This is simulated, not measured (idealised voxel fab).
The process module presented herein is designated voxel lift off.
The figure presents cross-section cut, which has a width of 215 nm and is divided into square cells with an edge length of 5 nm.
Cross-section format: a grid of square cells, given as bands from top to bottom; each band is one or more rows of cells. In this notation a band is specified by the heights of its top and bottom, in that order and in nm, after which its materials appear from left to right, each paired with its width in nm. The word "everywhere" attached to a single material means that material fills the band from edge to edge; the word "air" stands for empty space. Height datum 0, below which the as-received substrate wafer is one material. Lowest band open at the bottom, running downward: "top 0, no bottom". Quick explanation for "30..40": the width changes in equal steps down the rows of cells, from the first number in the band's top row to the second number in its bottom row. Step marked "left unchanged"? Then no cell in the cross-section changed in it. The entry "Enclosed void list" lists the empty spaces that cover at least 8 cells and have no open path to the top. Each is written as width x height at distance, where the distance is measured from the left edge and all three values are in nm. Read whatever lies past the settings on a step's line as the simulator's own remark about the step. "overlay nm", when on a step's line for a step with a mask, measures how far to the right of its planned place the mask lay; a negative measure means to the left.

HERE'S WHAT THE PLANNED PROCESS STEPS LOOK LIKE
- 1: RECEIVE, material Si
- 2: CONFORMAL_DEP, material Al2O3, thk nm 10
- 3: PATTERN, tone open, mask id LINES, material resist, width nm 25, pitch nm 45, thk nm 25, overlay nm 0
- 4: DIRECTIONAL_DEP, material Ru, thk nm 15
- 5: STRIP, etch materials resist
- 6: CONFORMAL_DEP, material SiCN, thk nm 5

CROSS-SECTION OF THE WAFER AT RECEIPT, WHICH IS THE CONDITION AFTER STEP 1
    top 0, no bottom  Si everywhere
    Enclosed void list: none

END STATE OF THE MODULE IN CROSS-SECTION, GIVEN THE ABOVE STARTING POINT AND PLAN AND ONE MISTAKE IN EXECUTION
    top 30, bottom 25  SiCN 30 nm, air 15 nm, SiCN 30 nm, air 15 nm, SiCN 30 nm, air 15 nm, SiCN 30 nm, air 15 nm, SiCN 35 nm
    top 25, bottom 15  Ru 25 nm, SiCN 5 nm, air 15 nm, SiCN 5 nm, Ru 20 nm, SiCN 5 nm, air 15 nm, SiCN 5 nm, Ru 20 nm, SiCN 5 nm, air 15 nm, SiCN 5 nm, Ru 20 nm, SiCN 5 nm, air 15 nm, SiCN 5 nm, Ru 30 nm
    top 15, bottom 10  Ru 25 nm, SiCN 25 nm, Ru 20 nm, SiCN 25 nm, Ru 20 nm, SiCN 25 nm, Ru 20 nm, SiCN 25 nm, Ru 30 nm
    top 10, bottom 0  Al2O3 everywhere
    top 0, no bottom  Si everywhere
    Enclosed void list: none
Where did the run depart from the plan? the process deviated at step 3: the operation and settings actually run there were PATTERN, tone cover, mask id LINES, material resist, width nm 25, pitch nm 45, thk nm 25, overlay nm 0
